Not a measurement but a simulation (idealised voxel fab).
The name of this process module is voxel local oxidation.
Each square cell in cross-section cut measures 5 nm, and the section as a whole is 145 nm wide.
When this document writes out a cross-section, it uses a grid of square cells and lists it as bands, beginning at the top and moving down, with a band standing for one or more rows of cells. Each band's line starts with the height of the band's top and of its bottom, in nm. Then come its materials from left to right, each with its width in nm. One material with "throughout" fills the band from edge to edge. "blank" is empty space. Counting heights begins at 0, where everything beneath is, in the wafer as received, one material. The lowest band has no bottom; it goes on downwards, as "top 0, no bottom" shows. Width spec "30->40" -> top row of cells at first value, bottom row at second value, equal per-row change in between. Given "no alterations made" for a step, no cell of the cross-section differs between before and after that step. Closed empty spaces (no open way to the top) of 8 cells or more are what "Sealed cavities" lists, each as width x height at distance from the left edge, nm for all three. Where a step's line continues beyond its settings, the continuation is a remark by the simulator itself on that step. overlay nm: how far to the right of its planned place the mask lay on this masked step (negative: to the left).

**The following list gives the planned process steps**
1: RECEIVE [material Si]
2: OXIDIZE [depth nm 5]
3: CONFORMAL_DEP [material SiN] [thk nm 10]
4: MASKED_ETCH [tone cover] [mask id ACTIVE] [width nm 110] [etch materials SiN] [depth nm 10] [overlay nm 0]
5: SELECTIVE_ETCH [etch materials SiO2] [depth nm 5]
6: OXIDIZE [depth nm 15]
7: STRIP [etch materials SiN]

**First wafer of two (run as planned)**

**Cross-section of the wafer at receipt, which is the condition after step 1**
top 0, no bottom  Si throughout
Sealed cavities: none

**Cross-section of the wafer subsequent to step 2**
top 0, bottom -5  SiO2 throughout
Anything lower than -5 is untouched.

**Cross-section of the wafer subsequent to step 3**
top 10, bottom 0  SiN throughout
Anything lower than 0 is untouched.

**Cross-section of the wafer subsequent to step 4**
top 10, bottom 0  15 blank  110 SiN  20 blank
Anything lower than 0 is untouched.

**Cross-section of the wafer subsequent to step 5**
top 10, bottom 0  15 blank  110 SiN  20 blank
top 0, bottom -5  20 blank  100 SiO2  25 blank
Anything lower than -5 is untouched.

**Cross-section of the wafer subsequent to step 6**
top 10, bottom 0  15 blank  110 SiN  20 blank
top 0, bottom -5  20 blank  100 SiO2  25 blank
top -5, bottom -20  35 SiO2  70 Si  40 SiO2
Anything lower than -20 is untouched.

**Cross-section of the wafer subsequent to step 7**
top 0, bottom -5  20 blank  100 SiO2  25 blank
Anything lower than -5 is untouched.

**Wafer two. Same start, same plan, one slip in execution. Same as wafer one through step 6, inclusive**

**Second wafer, sectioned view, at step 7's planned end time**
top -5, bottom -20  35 blank  70 Si  40 blank
Anything lower than -20 is untouched.
The mistake made against the process plan was this: step 7 did not use the planned setting and instead ran as STRIP [etch materials SiO2]
The second wafer ends with more or fewer cells of some materials than the first, per final count: SiO2: 65 fewer
